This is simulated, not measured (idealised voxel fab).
Herein follows the process module entitled voxel self aligned contacts.
FYI the section here is cut, 250 nm wide, cells are 5 nm squares.
Cross-section format: a grid of square cells, given as bands from top to bottom; each band is one or more rows of cells.
In this notation a band is specified by the heights of its top and bottom, in that order and in nm, after which its materials appear from left to right, each paired with its width in nm. The word "full width" attached to a single material means that material fills the band from edge to edge; the word "air" stands for empty space.
Below 0: as-received wafer, all one material; heights counted from there. Lowest band: no bottom, goes on down, written "top 0, no bottom".
A two-number width, for instance "30->40", indicates that the width is equal to the first number in the top row of the band and to the second number in the bottom row, and that it changes by a constant amount per row of cells.
Given "no modifications" for a step, no cell of the cross-section differs between before and after that step.
"Closed internal voids" means: voids of 8 cells or more that are shut off from the top with no open way through. Written width x height at distance, distance from the left edge, in nm.
Text after the settings on a step's line: the simulator's own remark on that step.
"overlay nm" answers the question of how far to the right of plan the mask lay on a step that has a mask, and when it is negative the answer is to the left.

plan
1) RECEIVE, material Si
2) OXIDIZE, depth nm 5
3) DIRECTIONAL_DEP, material polySi, thk nm 30
4) DIRECTIONAL_DEP, material SiN, thk nm 20
5) DIRECTIONAL_DEP, material aC, thk nm 15
6) PATTERN, tone cover, mask id GATE, material resist, width nm 35, pitch nm 65, thk nm 30, overlay nm 0
7) DIRECTIONAL_ETCH, etch materials aC, depth nm 15
8) STRIP, etch materials resist
9) DIRECTIONAL_ETCH, etch materials SiN, depth nm 20
10) DIRECTIONAL_ETCH, etch materials polySi, depth nm 30
11) STRIP, etch materials aC
12) CONFORMAL_DEP, material SiN, thk nm 5
13) DIRECTIONAL_ETCH, etch materials SiN, depth nm 5
14) FILL_DEP, material SiO2, thk nm 20
15) CMP, height nm 60
16) DIRECTIONAL_DEP, material aC, thk nm 15
17) PATTERN, tone open, mask id CONTACT, material resist, width nm 30, pitch nm 65, thk nm 30, overlay nm 0
18) DIRECTIONAL_ETCH, etch materials aC, depth nm 15
19) STRIP, etch materials resist
20) DIRECTIONAL_ETCH, etch materials SiO2, depth nm 65
21) STRIP, etch materials aC
22) CONFORMAL_DEP, material TiN, thk nm 5
23) FILL_DEP, material Ru, thk nm 5
24) CMP, height nm 60
25) CONFORMAL_DEP, material SiCN, thk nm 5
Every wafer here starts from the same state; it is the step 17 width nm that distinguishes them, and the value the plan gives belongs to the first wafer.

The as-received cross-section of the first of several wafers corresponds to the state after step 1
- top 0, no bottom: Si full width
- Closed internal voids: none

Per wafer (row), end of module: delta in cells per material since receipt, (+) for gained, (-) for lost; closed voids after that
width nm 30; +52 Ru; -50 Si; +50 SiCN; +144 SiN; +268 SiO2; +60 TiN; +126 polySi; Closed internal voids: none
width nm 35; +54 Ru; -50 Si; +50 SiCN; +144 SiN; +264 SiO2; +62 TiN; +126 polySi; Closed internal voids: none
width nm 40; +56 Ru; -50 Si; +50 SiCN; +144 SiN; +260 SiO2; +64 TiN; +126 polySi; Closed internal voids: none
width nm 45; +58 Ru; -50 Si; +50 SiCN; +144 SiN; +256 SiO2; +66 TiN; +126 polySi; Closed internal voids: none
width nm 50; +60 Ru; -50 Si; +50 SiCN; +144 SiN; +252 SiO2; +68 TiN; +126 polySi; Closed internal voids: none
